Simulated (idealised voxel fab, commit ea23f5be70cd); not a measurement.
The name of this process module is voxel lift off.
Section shown: cut. Width: 270 nm. Cell size: 5 nm, square.
Throughout this document, each cross-section is represented as a grid of square cells and is presented as a sequence of bands enumerated from the top downward, where a band comprises one or more rows of cells.
Quick guide to a band line: top height, bottom height (nm) up front; then every material left to right with its width in nm. Only one material and it's marked "everywhere"? Then it fills the band edge to edge. And "empty" just means empty space.
The level at which height equals 0 is the one under which the wafer, as it arrives, is entirely one material. No lower edge exists for the bottom band, which continues downward and is notated as in "0 down".
Quick explanation for "30 to 40": the width changes in equal steps down the rows of cells, from the first number in the band's top row to the second number in its bottom row.
The cross-section has no changed cell in any step marked "all unchanged".
The entry "Non-vented voids" lists the empty spaces that cover at least 8 cells and have no open path to the top. Each is written as width x height at distance, where the distance is measured from the left edge and all three values are in nm.
Heads up: the bit after the settings on a step's line is the simulator's remark on that step.
"overlay nm" denotes, for a step that has a mask, the displacement of the mask to the right of its planned place, with negative values corresponding to the left.
# Here's what the planned process steps look like
1: RECEIVE: material Si
2: CONFORMAL_DEP: material SiO2, thk nm 5
3: PATTERN: tone open, mask id LINES, material resist, width nm 15, pitch nm 45, thk nm 30, overlay nm 0
4: DIRECTIONAL_DEP: material Ru, thk nm 15
5: STRIP: etch materials resist
6: CONFORMAL_DEP: material SiCN, thk nm 5
# Cross-section of the wafer as it came to us, i.e., already through step 1
* 0 down = Si everywhere
* Non-vented voids: none
# Cross-section, end of module. Start: as above. Plan: as above. Execution: one mistake
* 20 to 15 = 75 of empty / 25 of SiCN / 20 of empty / 25 of SiCN / 20 of empty / 25 of SiCN / 80 of empty
* 15 to 5 = 75 of empty / 5 of SiCN / 15 of Ru / 5 of SiCN / 20 of empty / 5 of SiCN / 15 of Ru / 5 of SiCN / 20 of empty / 5 of SiCN / 15 of Ru / 5 of SiCN / 80 of empty
* 5 to 0 = 80 of SiCN / 15 of Ru / 30 of SiCN / 15 of Ru / 30 of SiCN / 15 of Ru / 85 of SiCN
* 0 down = Si everywhere
* Non-vented voids: none
Which mistake was made when the wafer was run? not run: step 2 of the plan (skipped)
